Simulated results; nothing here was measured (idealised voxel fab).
process module | voxel ribs on slabs
cross-section cut | 140 nm wide | cells 5 nm
A cross-section is a grid of square cells, given in bands from the top down. A band is one or more rows of cells.
Each band's line starts with the height of the band's top and of its bottom, in nm. Then come its materials from left to right, each with its width in nm. One material with "throughout" fills the band from edge to edge. "air" is empty space.
Height 0 is the level under which the wafer as received is all one material. The lowest band goes on downwards, as in "0 down".
A width such as "30 to 40" changes by the same amount from each row of cells to the next, from the band's top row to its bottom row.
"no change" after a step means that no cell of the cross-section changed.
closed voids: empty space of 8 cells or more with no open way to the top, each as width x height at its distance from the left edge, in nm
after a step's settings: what the simulator itself notes on the step
overlay nm, on a step with a mask: how far to the right of its planned place the mask lay; to the left if negative
plan
1 op RECEIVE | material Si
2 op DIRECTIONAL_DEP | material SiO2 | thk nm 20
3 op DIRECTIONAL_DEP | material polySi | thk nm 20
4 op PATTERN | tone cover | mask id RIB | material resist | width nm 30 | thk nm 20 | overlay nm 0
5 op DIRECTIONAL_ETCH | etch materials polySi | depth nm 15
6 op STRIP | etch materials resist
7 op DIRECTIONAL_DEP | material aC | thk nm 15
8 op PATTERN | tone cover | mask id SLAB | material resist | width nm 60 | thk nm 35 | overlay nm 0
9 op DIRECTIONAL_ETCH | etch materials aC | depth nm 15
10 op STRIP | etch materials resist
11 op DIRECTIONAL_ETCH | etch materials polySi | depth nm 5
12 op STRIP | etch materials aC
13 op FILL_DEP | material SiO2 | thk nm 15
14 op CMP | height nm 50
15 op DIRECTIONAL_DEP | material TiN | thk nm 5
16 op MASKED_ETCH | tone cover | mask id HEATER | width nm 40 | etch materials TiN | depth nm 5 | overlay nm 0
17 op CONFORMAL_DEP | material SiO2 | thk nm 5
first wafer, as planned
as received, after step 1
  0 down: Si throughout
  closed voids: none
after step 2
  20 to 0: SiO2 throughout
  below 0: unchanged
after step 3
  40 to 20: polySi throughout
  below 20: unchanged
after step 4
  60 to 40: air 55 | resist 30 | air 55
  below 40: unchanged
after step 5
  60 to 40: air 55 | resist 30 | air 55
  40 to 25: air 55 | polySi 30 | air 55
  below 25: unchanged
after step 6
  40 to 25: air 55 | polySi 30 | air 55
  below 25: unchanged
after step 7
  55 to 40: air 55 | aC 30 | air 55
  40 to 25: aC 55 | polySi 30 | aC 55
  below 25: unchanged
after step 8
  90 to 55: air 40 | resist 60 | air 40
  55 to 40: air 40 | resist 15 | aC 30 | resist 15 | air 40
  below 40: unchanged
after step 9
  75 to 55: air 40 | resist 60 | air 40
  55 to 40: air 40 | resist 15 | aC 30 | resist 15 | air 40
  40 to 25: air 40 | aC 15 | polySi 30 | aC 15 | air 40
  below 25: unchanged
after step 10
  55 to 40: air 55 | aC 30 | air 55
  below 40: unchanged
after step 11
  55 to 40: air 55 | aC 30 | air 55
  40 to 25: air 40 | aC 15 | polySi 30 | aC 15 | air 40
  25 to 20: air 40 | polySi 60 | air 40
  below 20: unchanged
after step 12
  40 to 25: air 55 | polySi 30 | air 55
  below 25: unchanged
after step 13
  55 to 40: SiO2 throughout
  40 to 25: SiO2 55 | polySi 30 | SiO2 55
  25 to 20: SiO2 40 | polySi 60 | SiO2 40
  below 20: unchanged
after step 14
  50 to 40: SiO2 throughout
  below 40: unchanged
after step 15
  55 to 50: TiN throughout
  below 50: unchanged
after step 16
  55 to 50: air 50 | TiN 40 | air 50
  below 50: unchanged
after step 17
  60 to 55: air 45 | SiO2 50 | air 45
  55 to 50: SiO2 50 | TiN 40 | SiO2 50
  below 50: unchanged
second wafer: like start, like plan, one mistake. Through step 2 it matches the first wafer
when step 3 should have ended
  60 to 20: polySi throughout
  below 20: unchanged
when step 4 should have ended
  80 to 60: air 55 | resist 30 | air 55
  below 60: unchanged
when step 5 should have ended
  80 to 60: air 55 | resist 30 | air 55
  60 to 45: air 55 | polySi 30 | air 55
  below 45: unchanged
when step 6 should have ended
  60 to 45: air 55 | polySi 30 | air 55
  below 45: unchanged
when step 7 should have ended
  75 to 60: air 55 | aC 30 | air 55
  60 to 45: aC 55 | polySi 30 | aC 55
  below 45: unchanged
when step 8 should have ended
  110 to 75: air 40 | resist 60 | air 40
  75 to 60: air 40 | resist 15 | aC 30 | resist 15 | air 40
  below 60: unchanged
when step 9 should have ended
  95 to 75: air 40 | resist 60 | air 40
  75 to 60: air 40 | resist 15 | aC 30 | resist 15 | air 40
  60 to 45: air 40 | aC 15 | polySi 30 | aC 15 | air 40
  below 45: unchanged
when step 10 should have ended
  75 to 60: air 55 | aC 30 | air 55
  below 60: unchanged
when step 11 should have ended
  75 to 60: air 55 | aC 30 | air 55
  60 to 45: air 40 | aC 15 | polySi 30 | aC 15 | air 40
  45 to 40: air 40 | polySi 60 | air 40
  below 40: unchanged
when step 12 should have ended
  60 to 45: air 55 | polySi 30 | air 55
  below 45: unchanged
when step 13 should have ended
  75 to 60: SiO2 throughout
  60 to 45: SiO2 55 | polySi 30 | SiO2 55
  45 to 40: SiO2 40 | polySi 60 | SiO2 40
  below 40: unchanged
when step 14 should have ended
  50 to 40: SiO2 55 to 40 | polySi 30 to 60 | SiO2 55 to 40
  below 40: unchanged
when step 15 should have ended
  55 to 50: TiN throughout
  below 50: unchanged
when step 16 should have ended
  55 to 50: air 50 | TiN 40 | air 50
  below 50: unchanged
when step 17 should have ended
  60 to 55: air 45 | SiO2 50 | air 45
  55 to 50: SiO2 50 | TiN 40 | SiO2 50
  below 50: unchanged
what went wrong: step 3 was run twice
at the end the second wafer has, in cells: 100 fewer of SiO2 | 100 more of polySi
